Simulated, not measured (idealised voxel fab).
A process module follows: voxel plated lines.
The cross-section shown here is cut; it is 265 nm wide and divided into square cells measuring 5 nm on a side.
A cross-section is a grid of square cells, given in bands from the top down. A band is one or more rows of cells. Within each band entry, the heights of the top and of the bottom of the band appear first, in that order and in nm; the materials of the band then follow from left to right, each with its corresponding width in nm. The designation "full width" on a single material indicates that it fills the band from edge to edge; the designation "empty" indicates empty space. Height 0 is the level under which the wafer as received is all one material. The lowest band goes on downwards, as in "0 -> down". Read "30..40" as a graded width: first number on top, second number at the bottom, same change between each pair of neighbouring rows. Key: "no modification" - step with no changed cell in the cross-section. Entry "Voids, fully enclosed". Content: empty spaces with no open connection to the top, size 8 cells or greater. Each: width x height at distance. Distance: from left edge. Unit: nm. after a step's settings: what the simulator itself notes on the step. "overlay nm" on a masked step: distance the mask lay right of its planned place, negative for left.
The planned process steps are enumerated hereunder:
1,RECEIVE | material Si
2,CONFORMAL_DEP | material Al2O3 | thk nm 10
3,DIRECTIONAL_DEP | material TiN | thk nm 5
4,PATTERN | tone open | mask id LINES | material resist | width nm 25 | pitch nm 45 | thk nm 20 | overlay nm 0
5,EPI | material Ru | thk nm 5
6,STRIP | etch materials resist
7,DIRECTIONAL_ETCH | etch materials TiN | depth nm 5
8,CONFORMAL_DEP | material SiCN | thk nm 10
First of two wafers, processed according to plan:
Wafer cross-section on receipt, i.e. after step 1:
  0 -> down = Si full width
  Voids, fully enclosed: none
Step 2 complete: cross-section through the wafer:
  10 -> 0 = Al2O3 full width
  All layers under 0 are left as they were.
Step 3 complete: cross-section through the wafer:
  15 -> 10 = TiN full width
  All layers under 10 are left as they were.
Step 4 complete: cross-section through the wafer:
  35 -> 15 = resist: 95, empty: 25, resist: 20, empty: 25, resist: 100
  All layers under 15 are left as they were.
Step 5 complete: cross-section through the wafer:
  35 -> 20 = resist: 95, empty: 25, resist: 20, empty: 25, resist: 100
  20 -> 15 = resist: 95, Ru: 25, resist: 20, Ru: 25, resist: 100
  All layers under 15 are left as they were.
Step 6 complete: cross-section through the wafer:
  20 -> 15 = empty: 95, Ru: 25, empty: 20, Ru: 25, empty: 100
  All layers under 15 are left as they were.
Step 7 complete: cross-section through the wafer:
  20 -> 15 = empty: 95, Ru: 25, empty: 20, Ru: 25, empty: 100
  15 -> 10 = empty: 95, TiN: 25, empty: 20, TiN: 25, empty: 100
  All layers under 10 are left as they were.
Step 8 complete: cross-section through the wafer:
  30 -> 20 = empty: 85, SiCN: 90, empty: 90
  20 -> 15 = SiCN: 95, Ru: 25, SiCN: 20, Ru: 25, SiCN: 100
  15 -> 10 = SiCN: 95, TiN: 25, SiCN: 20, TiN: 25, SiCN: 100
  All layers under 10 are left as they were.
Companion wafer, the second of two: same beginning, same intended sequence, one mistake in carrying it out; through step 3 inclusive it tracks the first exactly:
Second wafer, cross-section, planned end of step 4:
  35 -> 15 = resist: 90, empty: 25, resist: 20, empty: 25, resist: 105
  All layers under 15 are left as they were.
Second wafer, cross-section, planned end of step 5:
  35 -> 20 = resist: 90, empty: 25, resist: 20, empty: 25, resist: 105
  20 -> 15 = resist: 90, Ru: 25, resist: 20, Ru: 25, resist: 105
  All layers under 15 are left as they were.
Second wafer, cross-section, planned end of step 6:
  20 -> 15 = empty: 90, Ru: 25, empty: 20, Ru: 25, empty: 105
  All layers under 15 are left as they were.
Second wafer, cross-section, planned end of step 7:
  20 -> 15 = empty: 90, Ru: 25, empty: 20, Ru: 25, empty: 105
  15 -> 10 = empty: 90, TiN: 25, empty: 20, TiN: 25, empty: 105
  All layers under 10 are left as they were.
Second wafer, cross-section, planned end of step 8:
  30 -> 20 = empty: 80, SiCN: 90, empty: 95
  20 -> 15 = SiCN: 90, Ru: 25, SiCN: 20, Ru: 25, SiCN: 105
  15 -> 10 = SiCN: 90, TiN: 25, SiCN: 20, TiN: 25, SiCN: 105
  All layers under 10 are left as they were.
Against the plan, the run slipped here: so step 4 ended up running with a different setting than we planned, it ran as PATTERN | tone open | mask id LINES | material resist | width nm 25 | pitch nm 45 | thk nm 20 | overlay nm -5
In the final comparison it is observed that the number of cells assigned to each material is identical for the two wafers, whereas their placement is not.
